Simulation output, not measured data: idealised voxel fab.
Process module in this document: voxel spacer lines
The cross-section shown here is cut; it is 220 nm wide and divided into square cells measuring 5 nm on a side.
Cross-section = grid of square cells, listed top down in bands; band = one or more rows.
Within each band entry, the heights of the top and of the bottom of the band appear first, in that order and in nm; the materials of the band then follow from left to right, each with its corresponding width in nm. The designation "all across" on a single material indicates that it fills the band from edge to edge; the designation "empty" indicates empty space.
It should be noted that heights are counted from 0, beneath which the wafer as supplied is of one material throughout, and that the lowest band possesses no lower boundary but continues downward, as written in "0 nm and below".
Graded width ("30 to 40"): value in top row of band = first number; value in bottom row = second number; row-to-row change constant.
Key: "remained unchanged" - step with no changed cell in the cross-section.
"Cavities, closed": empty spaces of 8 cells or more with no open way to the top, each given as width x height at distance, distance from the left edge, all in nm.
What comes after the settings on a step's line is commentary from the simulator itself on that step.
For masked steps, "overlay nm" on the step line gives how far right of plan the mask actually lay; a minus sign means it lay to the left.

## Steps in the process plan
step 1: RECEIVE [material Si]
step 2: CONFORMAL_DEP [material Al2O3] [thk nm 5]
step 3: DIRECTIONAL_DEP [material polySi] [thk nm 10]
step 4: DIRECTIONAL_DEP [material aC] [thk nm 25]
step 5: PATTERN [tone cover] [mask id MANDREL] [material resist] [width nm 25] [pitch nm 80] [thk nm 35] [overlay nm 0]
step 6: DIRECTIONAL_ETCH [etch materials aC] [depth nm 25]
step 7: STRIP [etch materials resist]
step 8: CONFORMAL_DEP [material SiN] [thk nm 15]
step 9: DIRECTIONAL_ETCH [etch materials SiN] [depth nm 15]
step 10: STRIP [etch materials aC]
step 11: DIRECTIONAL_ETCH [etch materials polySi] [depth nm 10]
step 12: STRIP [etch materials SiN]

## Account of the first of two wafers, which was processed as intended

## as received, after step 1
  0 nm and below | Si all across
  Cavities, closed: none

## Once step 2 is through, the wafer looks like this in cross-section
  5 nm to 0 nm | Al2O3 all across
  Whatever lies below 0 is exactly as it was before.

## Once step 3 is through, the wafer looks like this in cross-section
  15 nm to 5 nm | polySi all across
  Whatever lies below 5 is exactly as it was before.

## Once step 4 is through, the wafer looks like this in cross-section
  40 nm to 15 nm | aC all across
  Whatever lies below 15 is exactly as it was before.

## Once step 5 is through, the wafer looks like this in cross-section
  75 nm to 40 nm | 15 nm empty, 25 nm resist, 55 nm empty, 25 nm resist, 55 nm empty, 25 nm resist, 20 nm empty
  Whatever lies below 40 is exactly as it was before.

## Once step 6 is through, the wafer looks like this in cross-section
  50 nm to 40 nm | 15 nm empty, 25 nm resist, 55 nm empty, 25 nm resist, 55 nm empty, 25 nm resist, 20 nm empty
  40 nm to 15 nm | 15 nm empty, 25 nm aC, 55 nm empty, 25 nm aC, 55 nm empty, 25 nm aC, 20 nm empty
  Whatever lies below 15 is exactly as it was before.

## Once step 7 is through, the wafer looks like this in cross-section
  40 nm to 15 nm | 15 nm empty, 25 nm aC, 55 nm empty, 25 nm aC, 55 nm empty, 25 nm aC, 20 nm empty
  Whatever lies below 15 is exactly as it was before.

## Once step 8 is through, the wafer looks like this in cross-section
  55 nm to 40 nm | 55 nm SiN, 25 nm empty, 55 nm SiN, 25 nm empty, 55 nm SiN, 5 nm empty
  40 nm to 30 nm | 15 nm SiN, 25 nm aC, 15 nm SiN, 25 nm empty, 15 nm SiN, 25 nm aC, 15 nm SiN, 25 nm empty, 15 nm SiN, 25 nm aC, 15 nm SiN, 5 nm empty
  30 nm to 15 nm | 15 nm SiN, 25 nm aC, 55 nm SiN, 25 nm aC, 55 nm SiN, 25 nm aC, 20 nm SiN
  Whatever lies below 15 is exactly as it was before.

## Once step 9 is through, the wafer looks like this in cross-section
  40 nm to 15 nm | 15 nm SiN, 25 nm aC, 15 nm SiN, 25 nm empty, 15 nm SiN, 25 nm aC, 15 nm SiN, 25 nm empty, 15 nm SiN, 25 nm aC, 15 nm SiN, 5 nm empty
  Whatever lies below 15 is exactly as it was before.

## Once step 10 is through, the wafer looks like this in cross-section
  40 nm to 15 nm | 15 nm SiN, 25 nm empty, 15 nm SiN, 25 nm empty, 15 nm SiN, 25 nm empty, 15 nm SiN, 25 nm empty, 15 nm SiN, 25 nm empty, 15 nm SiN, 5 nm empty
  Whatever lies below 15 is exactly as it was before.

## Once step 11 is through, the wafer looks like this in cross-section
  40 nm to 15 nm | 15 nm SiN, 25 nm empty, 15 nm SiN, 25 nm empty, 15 nm SiN, 25 nm empty, 15 nm SiN, 25 nm empty, 15 nm SiN, 25 nm empty, 15 nm SiN, 5 nm empty
  15 nm to 5 nm | 15 nm polySi, 25 nm empty, 15 nm polySi, 25 nm empty, 15 nm polySi, 25 nm empty, 15 nm polySi, 25 nm empty, 15 nm polySi, 25 nm empty, 15 nm polySi, 5 nm empty
  Whatever lies below 5 is exactly as it was before.

## Once step 12 is through, the wafer looks like this in cross-section
  15 nm to 5 nm | 15 nm polySi, 25 nm empty, 15 nm polySi, 25 nm empty, 15 nm polySi, 25 nm empty, 15 nm polySi, 25 nm empty, 15 nm polySi, 25 nm empty, 15 nm polySi, 5 nm empty
  Whatever lies below 5 is exactly as it was before.

## The second wafer was prepared from the same starting point and under the same plan as the first; its processing contained one mistake, and it remains indistinguishable from the first wafer up to and including step 2

## Planned end of step 3: second wafer, cross-section
  20 nm to 5 nm | polySi all across
  Whatever lies below 5 is exactly as it was before.

## Planned end of step 4: second wafer, cross-section
  45 nm to 20 nm | aC all across
  Whatever lies below 20 is exactly as it was before.

## Planned end of step 5: second wafer, cross-section
  80 nm to 45 nm | 15 nm empty, 25 nm resist, 55 nm empty, 25 nm resist, 55 nm empty, 25 nm resist, 20 nm empty
  Whatever lies below 45 is exactly as it was before.

## Planned end of step 6: second wafer, cross-section
  55 nm to 45 nm | 15 nm empty, 25 nm resist, 55 nm empty, 25 nm resist, 55 nm empty, 25 nm resist, 20 nm empty
  45 nm to 20 nm | 15 nm empty, 25 nm aC, 55 nm empty, 25 nm aC, 55 nm empty, 25 nm aC, 20 nm empty
  Whatever lies below 20 is exactly as it was before.

## Planned end of step 7: second wafer, cross-section
  45 nm to 20 nm | 15 nm empty, 25 nm aC, 55 nm empty, 25 nm aC, 55 nm empty, 25 nm aC, 20 nm empty
  Whatever lies below 20 is exactly as it was before.

## Planned end of step 8: second wafer, cross-section
  60 nm to 45 nm | 55 nm SiN, 25 nm empty, 55 nm SiN, 25 nm empty, 55 nm SiN, 5 nm empty
  45 nm to 35 nm | 15 nm SiN, 25 nm aC, 15 nm SiN, 25 nm empty, 15 nm SiN, 25 nm aC, 15 nm SiN, 25 nm empty, 15 nm SiN, 25 nm aC, 15 nm SiN, 5 nm empty
  35 nm to 20 nm | 15 nm SiN, 25 nm aC, 55 nm SiN, 25 nm aC, 55 nm SiN, 25 nm aC, 20 nm SiN
  Whatever lies below 20 is exactly as it was before.

## Planned end of step 9: second wafer, cross-section
  45 nm to 20 nm | 15 nm SiN, 25 nm aC, 15 nm SiN, 25 nm empty, 15 nm SiN, 25 nm aC, 15 nm SiN, 25 nm empty, 15 nm SiN, 25 nm aC, 15 nm SiN, 5 nm empty
  Whatever lies below 20 is exactly as it was before.

## Planned end of step 10: second wafer, cross-section
  45 nm to 20 nm | 15 nm SiN, 25 nm empty, 15 nm SiN, 25 nm empty, 15 nm SiN, 25 nm empty, 15 nm SiN, 25 nm empty, 15 nm SiN, 25 nm empty, 15 nm SiN, 5 nm empty
  Whatever lies below 20 is exactly as it was before.

## Planned end of step 11: second wafer, cross-section
  45 nm to 20 nm | 15 nm SiN, 25 nm empty, 15 nm SiN, 25 nm empty, 15 nm SiN, 25 nm empty, 15 nm SiN, 25 nm empty, 15 nm SiN, 25 nm empty, 15 nm SiN, 5 nm empty
  20 nm to 10 nm | 15 nm polySi, 25 nm empty, 15 nm polySi, 25 nm empty, 15 nm polySi, 25 nm empty, 15 nm polySi, 25 nm empty, 15 nm polySi, 25 nm empty, 15 nm polySi, 5 nm empty
  Whatever lies below 10 is exactly as it was before.

## Planned end of step 12: second wafer, cross-section
  20 nm to 10 nm | 15 nm polySi, 25 nm empty, 15 nm polySi, 25 nm empty, 15 nm polySi, 25 nm empty, 15 nm polySi, 25 nm empty, 15 nm polySi, 25 nm empty, 15 nm polySi, 5 nm empty
  Whatever lies below 10 is exactly as it was before.
Want to know what went wrong? step 3 ran differently from the plan; actual operation with settings: DIRECTIONAL_DEP [material polySi] [thk nm 15]
Cell-count delta at end, second wafer over first, by material: polySi: 44 more
